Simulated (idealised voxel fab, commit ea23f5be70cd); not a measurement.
process module | voxel ribs on slabs
cross-section cut | 255 nm wide | cells 5 nm
A cross-section is a grid of square cells, given in bands from the top down. A band is one or more rows of cells.
Each band's line starts with the height of the band's top and of its bottom, in nm. Then come its materials from left to right, each with its width in nm. One material with "throughout" fills the band from edge to edge. "air" is empty space.
Height 0 is the level under which the wafer as received is all one material. The lowest band goes on downwards, as in "0 down".
A width such as "30 to 40" changes by the same amount from each row of cells to the next, from the band's top row to its bottom row.
"no change" after a step means that no cell of the cross-section changed.
closed voids: empty space of 8 cells or more with no open way to the top, each as width x height at its distance from the left edge, in nm
after a step's settings: what the simulator itself notes on the step
overlay nm, on a step with a mask: how far to the right of its planned place the mask lay; to the left if negative
plan
1 op RECEIVE | material Si
2 op DIRECTIONAL_DEP | material SiO2 | thk nm 30
3 op DIRECTIONAL_DEP | material polySi | thk nm 25
4 op MASKED_ETCH | tone cover | mask id RIB | width nm 15 | etch materials polySi | depth nm 5 | overlay nm 0
5 op MASKED_ETCH | tone cover | mask id SLAB | width nm 75 | etch materials polySi | depth nm 20 | overlay nm 0
6 op FILL_DEP | material SiO2 | thk nm 20
7 op CMP | height nm 65
8 op DIRECTIONAL_DEP | material TiN | thk nm 5
9 op DIRECTIONAL_DEP | material aC | thk nm 5
10 op PATTERN | tone cover | mask id HEATER | material resist | width nm 25 | thk nm 30 | overlay nm 0
11 op DIRECTIONAL_ETCH | etch materials aC | depth nm 15
12 op STRIP | etch materials resist
13 op DIRECTIONAL_ETCH | etch materials TiN | depth nm 5
14 op STRIP | etch materials aC
15 op CONFORMAL_DEP | material SiO2 | thk nm 10
varied across the wafers: thk nm of step 9. The plan shows the first wafer's value. All wafers start alike
first wafer as received, after step 1
  0 down: Si throughout
  closed voids: none
each wafer at the end: cells of each material gained (+) or lost (-) since it was received, then its closed voids
thk nm 5 | +706 SiO2 | +5 TiN | +63 polySi | closed voids: none
thk nm 10 | +706 SiO2 | +5 TiN | +63 polySi | closed voids: none
thk nm 15 | +706 SiO2 | +5 TiN | +63 polySi | closed voids: none
thk nm 20 | +702 SiO2 | +51 TiN | +63 polySi | closed voids: none
thk nm 25 | +702 SiO2 | +51 TiN | +63 polySi | closed voids: none
thk nm 30 | +702 SiO2 | +51 TiN | +63 polySi | closed voids: none
